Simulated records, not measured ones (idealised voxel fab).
Herein follows the process module entitled voxel fin reveal.
FYI the section here is cut, 255 nm wide, cells are 5 nm squares.
Notation: cross-section as square-cell grid; stated in bands, top first, going down; one or more cell rows per band. A band entry consists of two parts. The first gives the height of the band's top and the height of its bottom, in nm. The rest lists the band's materials from left to right, each with its width in nm. A single material labelled with the word "all across" fills the band from edge to edge, and the word "empty" marks empty space. Heads up on the height convention: 0 is the point under which the incoming wafer is all one material, and the lowest band has no bottom, it just keeps going down, like "0 down". Width "30..40": first value at the band's top row of cells, second value at its bottom row, equal change from row to row. Key: "no change occurred" - step with no changed cell in the cross-section. So "Enclosed void catalog" is basically the list of trapped voids: any empty space of 8 cells or more that can't reach the top through an opening. They're written width x height at distance, the distance being from the left edge, and it's all nm. On a step's line, text after the settings is the simulator commenting on that step. What "overlay nm" on a step's line means: if the step has a mask, that mask lay this far to the right of its planned place, or, when the value is negative, to the left.
LIST OF PLANNED PROCESS STEPS
step 1: op RECEIVE | material Si
step 2: op CONFORMAL_DEP | material SiN | thk nm 10
step 3: op PATTERN | tone cover | mask id FINS | material resist | width nm 15 | pitch nm 40 | thk nm 15 | overlay nm 0
step 4: op DIRECTIONAL_ETCH | etch materials SiN | depth nm 10
step 5: op DIRECTIONAL_ETCH | etch materials Si | depth nm 35
step 6: op STRIP | etch materials resist
step 7: op OXIDIZE | depth nm 5
step 8: op FILL_DEP | material SiO2 | thk nm 10
step 9: op CMP | height nm 10
step 10: op SELECTIVE_ETCH | etch materials SiO2 | depth nm 20
step 11: op STRIP | etch materials SiN
THE CROSS-SECTION HERE SHOWS THE WAFER AS RECEIVED, I.E. IN ITS STATE AFTER STEP 1
  0 down | Si all across
  Enclosed void catalog: none
LOOK AT THE CROSS-SECTION AFTER THE MODULE: THE WAFER STARTED OUT THE WAY SHOWN ABOVE AND THE PLAN WAS THE ONE SHOWN ABOVE, YET ONE MISTAKE WAS MADE ALONG THE WAY
  0 to -10 | 75 of Si  25 of empty  15 of Si  25 of empty  15 of Si  25 of empty  75 of Si
  -10 to -40 | 75 of Si  25 of SiO2  15 of Si  25 of SiO2  15 of Si  25 of SiO2  75 of Si
  -40 down | Si all across
  Enclosed void catalog: none
Where did the run depart from the plan? step 3 ran as: op PATTERN | tone open | mask id FINS | material resist | width nm 15 | pitch nm 40 | thk nm 15 | overlay nm 0
